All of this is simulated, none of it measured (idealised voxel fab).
process module | voxel capacitor over wiring
cross-section cut | 235 nm wide | cells 5 nm
A cross-section is a grid of square cells, given in bands from the top down. A band is one or more rows of cells.
Each band's line starts with the height of the band's top and of its bottom, in nm. Then come its materials from left to right, each with its width in nm. One material with "throughout" fills the band from edge to edge. "air" is empty space.
Height 0 is the level under which the wafer as received is all one material. The lowest band goes on downwards, as in "0 down".
A width such as "30 to 40" changes by the same amount from each row of cells to the next, from the band's top row to its bottom row.
"no change" after a step means that no cell of the cross-section changed.
closed voids: empty space of 8 cells or more with no open way to the top, each as width x height at its distance from the left edge, in nm
after a step's settings: what the simulator itself notes on the step
overlay nm, on a step with a mask: how far to the right of its planned place the mask lay; to the left if negative
plan
1 op RECEIVE | material Si
2 op CONFORMAL_DEP | material SiO2 | thk nm 15
3 op CONFORMAL_DEP | material SiCN | thk nm 5
4 op DIRECTIONAL_DEP | material SiO2 | thk nm 15
5 op DIRECTIONAL_DEP | material aC | thk nm 10
6 op PATTERN | tone open | mask id METAL_1 | material resist | width nm 30 | pitch nm 95 | thk nm 25 | overlay nm 0
7 op DIRECTIONAL_ETCH | etch materials aC | depth nm 10
8 op STRIP | etch materials resist
9 op DIRECTIONAL_ETCH | etch materials SiO2 | depth nm 15
10 op DIRECTIONAL_ETCH | etch materials SiCN | depth nm 5
11 op STRIP | etch materials aC
12 op CONFORMAL_DEP | material TiN | thk nm 5
13 op FILL_DEP | material Cu | thk nm 5
14 op CMP | height nm 35
15 op CONFORMAL_DEP | material SiCN | thk nm 5
16 op DIRECTIONAL_DEP | material SiO2 | thk nm 15
17 op MASKED_ETCH | tone open | mask id PLUG_1 | width nm 15 | etch materials SiO2 | depth nm 15 | overlay nm 0
18 op MASKED_ETCH | tone open | mask id PLUG_1 | width nm 15 | etch materials SiCN | depth nm 5 | overlay nm 0
19 op CONFORMAL_DEP | material TiN | thk nm 5
20 op FILL_DEP | material Cu | thk nm 10
21 op CMP | height nm 55
22 op DIRECTIONAL_DEP | material TiN | thk nm 10
23 op DIRECTIONAL_DEP | material SiN | thk nm 5
24 op DIRECTIONAL_DEP | material TiN | thk nm 5
25 op PATTERN | tone cover | mask id UPPER_PLATE | material resist | width nm 70 | thk nm 20 | overlay nm 0
26 op DIRECTIONAL_ETCH | etch materials TiN | depth nm 5
27 op DIRECTIONAL_ETCH | etch materials SiN | depth nm 5
28 op STRIP | etch materials resist
29 op PATTERN | tone cover | mask id LOWER_PLATE | material resist | width nm 80 | thk nm 20 | overlay nm 0
30 op DIRECTIONAL_ETCH | etch materials TiN | depth nm 10
31 op STRIP | etch materials resist
32 op FILL_DEP | material SiO2 | thk nm 20
33 op CMP | height nm 90
34 op DIRECTIONAL_DEP | material aC | thk nm 10
35 op PATTERN | tone open | mask id PLUG_2 | material resist | width nm 15 | thk nm 30 | overlay nm 0
36 op DIRECTIONAL_ETCH | etch materials aC | depth nm 10
37 op STRIP | etch materials resist
38 op DIRECTIONAL_ETCH | etch materials SiO2 | depth nm 15
39 op STRIP | etch materials aC
40 op CONFORMAL_DEP | material TiN | thk nm 5
41 op FILL_DEP | material Ru | thk nm 10
42 op CMP | height nm 90
43 op CONFORMAL_DEP | material SiCN | thk nm 5
as received, after step 1
  0 down: Si throughout
  closed voids: none
first wafer at the end, as planned
  95 to 90: SiCN throughout
  90 to 80: SiO2 80 | TiN 5 | Ru 5 | TiN 5 | SiO2 140
  80 to 70: SiO2 80 to 70 | TiN 15 to 70 | SiO2 140 to 95
  70 to 65: SiO2 70 | SiN 70 | SiO2 95
  65 to 55: SiO2 65 | TiN 80 | SiO2 90
  55 to 40: SiO2 70 | TiN 5 | Cu 5 | TiN 5 | SiO2 150
  40 to 35: SiCN 70 | TiN 15 | SiCN 150
  35 to 20: SiO2 55 | TiN 5 | Cu 20 | TiN 5 | SiO2 65 | TiN 5 | Cu 20 | TiN 5 | SiO2 55
  20 to 15: SiCN 55 | TiN 30 | SiCN 65 | TiN 30 | SiCN 55
  15 to 0: SiO2 throughout
  0 down: Si throughout
  closed voids: none
second wafer at the end: like start, like plan, one mistake
  95 to 90: SiCN throughout
  90 to 80: SiO2 80 | TiN 5 | Ru 5 | TiN 5 | SiO2 140
  80 to 70: SiO2 80 to 70 | TiN 15 to 70 | SiO2 140 to 95
  70 to 60: SiO2 65 | TiN 80 | SiO2 90
  60 to 55: SiN throughout
  55 to 40: SiO2 70 | TiN 5 | Cu 5 | TiN 5 | SiO2 150
  40 to 35: SiCN 70 | TiN 15 | SiCN 150
  35 to 20: SiO2 55 | TiN 5 | Cu 20 | TiN 5 | SiO2 65 | TiN 5 | Cu 20 | TiN 5 | SiO2 55
  20 to 15: SiCN 55 | TiN 30 | SiCN 65 | TiN 30 | SiCN 55
  15 to 0: SiO2 throughout
  0 down: Si throughout
  closed voids: none
what went wrong: steps 22 and 23 were swapped
at the end the second wafer has, in cells: 33 more of SiN | 33 fewer of SiO2
